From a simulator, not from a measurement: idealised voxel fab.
A process module follows: voxel gate over fins.
It is cross-section cut that appears here, measuring 250 nm in width, its square cells being 5 nm in size.
When this document writes out a cross-section, it uses a grid of square cells and lists it as bands, beginning at the top and moving down, with a band standing for one or more rows of cells.
Read a band's entry like this: the first values are the height of its top and the height of its bottom in nm, and what follows is the sequence of materials from left to right, each with its width in nm. Note that "air" is empty space, and that a single material marked "everywhere" reaches across the band from edge to edge.
Note: height 0 marks the level under which the wafer is uniformly one material as received. Lowest band unbounded below, written "z 0 and below".
The width entry "30 to 40" should be interpreted row by row: the top row of cells in the band takes the first number, the bottom row takes the second number, and the change between adjacent rows is uniform throughout.
The designation "no change", where it is given for a processing step, indicates that no cell of the cross-section was altered in the course of that step.
"Enclosed cavities" specifies each empty space that is not open to the top and that occupies no fewer than 8 cells, using the form width x height at distance, the distance measured from the left edge and all three quantities in nm.
On a step's line, text after the settings is the simulator commenting on that step.
Among the settings permitted on a step's line is "overlay nm"; applied to a step with a mask, it specifies the extent to which the mask lay to the right of its planned position, whereas a negative figure signifies a position to the left.
**The process steps that were planned are listed below**
1,RECEIVE, material Si
2,CONFORMAL_DEP, material SiN, thk nm 5
3,PATTERN, tone cover, mask id FINS, material resist, width nm 15, pitch nm 50, thk nm 20, overlay nm 0
4,DIRECTIONAL_ETCH, etch materials SiN, depth nm 5
5,DIRECTIONAL_ETCH, etch materials Si, depth nm 35
6,STRIP, etch materials resist
7,OXIDIZE, depth nm 5
8,FILL_DEP, material SiO2, thk nm 15
9,CMP, height nm 5
10,PATTERN, tone open, mask id RAIL, material resist, width nm 15, thk nm 20, overlay nm 0
11,DIRECTIONAL_ETCH, etch materials SiO2, depth nm 35
12,STRIP, etch materials resist
13,CONFORMAL_DEP, material TiN, thk nm 5
14,FILL_DEP, material W, thk nm 5
15,CMP, height nm 5
16,SELECTIVE_ETCH, etch materials W Ru TiN, depth nm 25
17,FILL_DEP, material SiO2, thk nm 5
18,CMP, height nm 5
19,SELECTIVE_ETCH, etch materials SiO2, depth nm 20
20,STRIP, etch materials SiN
21,CONFORMAL_DEP, material HfO2, thk nm 5
22,CONFORMAL_DEP, material TiN, thk nm 5
23,FILL_DEP, material W, thk nm 10
24,CMP, height nm 15
25,CONFORMAL_DEP, material SiN, thk nm 5
**This is the cross-section of the wafer as we received it, i.e. after step 1**
> z 0 and below: Si everywhere
> Enclosed cavities: none
**Starting structure and process plan are as shown above, but one mistake was made in running the module; the wafer cross-section at the end of the module follows**
> z 20 to 15: SiN everywhere
> z 15 to 10: W everywhere
> z 10 to 5: W 60 nm  TiN 25 nm  W 25 nm  TiN 25 nm  W 25 nm  TiN 25 nm  W 65 nm
> z 5 to 0: W 60 nm  TiN 5 nm  HfO2 15 nm  TiN 5 nm  W 25 nm  TiN 5 nm  HfO2 15 nm  TiN 5 nm  W 25 nm  TiN 5 nm  HfO2 15 nm  TiN 5 nm  W 65 nm
> z 0 to -5: W 60 nm  TiN 5 nm  HfO2 5 nm  Si 5 nm  HfO2 5 nm  TiN 5 nm  W 25 nm  TiN 5 nm  HfO2 5 nm  Si 5 nm  HfO2 5 nm  TiN 5 nm  W 25 nm  TiN 5 nm  HfO2 5 nm  Si 5 nm  HfO2 5 nm  TiN 5 nm  W 65 nm
> z -5 to -10: TiN 65 nm  HfO2 5 nm  Si 5 nm  HfO2 5 nm  TiN 35 nm  HfO2 5 nm  Si 5 nm  HfO2 5 nm  TiN 35 nm  HfO2 5 nm  Si 5 nm  HfO2 5 nm  TiN 70 nm
> z -10 to -15: HfO2 70 nm  Si 5 nm  HfO2 45 nm  Si 5 nm  HfO2 45 nm  Si 5 nm  HfO2 75 nm
> z -15 to -20: SiO2 70 nm  Si 5 nm  SiO2 45 nm  Si 5 nm  SiO2 45 nm  Si 5 nm  SiO2 75 nm
> z -20 to -25: SiO2 70 nm  Si 5 nm  SiO2 10 nm  TiN 5 nm  W 15 nm  TiN 5 nm  SiO2 10 nm  Si 5 nm  SiO2 45 nm  Si 5 nm  SiO2 75 nm
> z -25 to -30: SiO2 70 nm  Si 5 nm  SiO2 10 nm  TiN 25 nm  SiO2 10 nm  Si 5 nm  SiO2 45 nm  Si 5 nm  SiO2 75 nm
> z -30 to -40: SiO2 70 nm  Si 5 nm  SiO2 45 nm  Si 5 nm  SiO2 45 nm  Si 5 nm  SiO2 75 nm
> z -40 and below: Si everywhere
> Enclosed cavities: none
Here's what went sideways: step 10 deviated from plan and actually ran as PATTERN, tone open, mask id RAIL, material resist, width nm 25, thk nm 20, overlay nm 0
